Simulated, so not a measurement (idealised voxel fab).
The following process module bears the name voxel ribs on slabs.
Shown is cross-section cut, with a width of 200 nm and square cells of size 5 nm.
Reading order for cross-sections: top band down to bottom band. Underlying form: a grid of square cells. Band size: one or more rows of cells. Top height, bottom height, nm. Materials left to right, width each, nm. Single material + "throughout" = fills band edge to edge. "air" = empty. Heads up on the height convention: 0 is the point under which the incoming wafer is all one material, and the lowest band has no bottom, it just keeps going down, like "0..down". The two numbers in a width such as "30->40" mark its ends across the band: the first belongs to the top row of cells, the second to the bottom row, and from each row to the next the width moves by the same amount. Basically "remains unaltered" means that step didn't change any cell in the cross-section. Each empty space that has no open way to the top and spans at least 8 cells appears under "Closed void register" as width x height at distance, the distance counted from the left edge, all in nm. Read whatever lies past the settings on a step's line as the simulator's own remark about the step. "overlay nm", when on a step's line for a step with a mask, measures how far to the right of its planned place the mask lay; a negative measure means to the left.
Steps planned for the process:
1,RECEIVE with material Si
2,DIRECTIONAL_DEP with material SiO2, thk nm 25
3,DIRECTIONAL_DEP with material polySi, thk nm 15
4,MASKED_ETCH with tone cover, mask id RIB, width nm 20, etch materials polySi, depth nm 10, overlay nm 0
5,MASKED_ETCH with tone cover, mask id SLAB, width nm 60, etch materials polySi, depth nm 5, overlay nm 0
6,FILL_DEP with material SiO2, thk nm 20
7,CMP with height nm 55
8,DIRECTIONAL_DEP with material TiN, thk nm 5
9,PATTERN with tone cover, mask id HEATER, material resist, width nm 30, thk nm 15, overlay nm 0
10,DIRECTIONAL_ETCH with etch materials TiN, depth nm 5
11,STRIP with etch materials resist
12,CONFORMAL_DEP with material SiN, thk nm 10
As-received state of the wafer in cross-section, equivalent to post-step 1:
* 0..down: Si throughout
* Closed void register: none
Looking at the first of two wafers in cross-section at end of module - ran to plan:
* 70..65: 75 of air; 50 of SiN; 75 of air
* 65..60: SiN throughout
* 60..55: 85 of SiN; 30 of TiN; 85 of SiN
* 55..40: SiO2 throughout
* 40..30: 90 of SiO2; 20 of polySi; 90 of SiO2
* 30..25: 70 of SiO2; 60 of polySi; 70 of SiO2
* 25..0: SiO2 throughout
* 0..down: Si throughout
* Closed void register: none
This is the second of the two wafers, cross-sectioned at the end of the module; it started exactly like the first and was given the same plan, but it was run with one mistake:
* 70..65: 75 of air; 50 of SiN; 75 of air
* 65..60: SiN throughout
* 60..55: 85 of SiN; 30 of TiN; 85 of SiN
* 55..15: SiO2 throughout
* 15..0: polySi throughout
* 0..down: Si throughout
* Closed void register: none
The plan and the run diverged here: swap of plan steps 2 and 3 during execution
It is noted that, at the conclusion of processing, the second wafer exhibits a higher or lower cell count for certain materials relative to the first: SiO2 -100; polySi +100
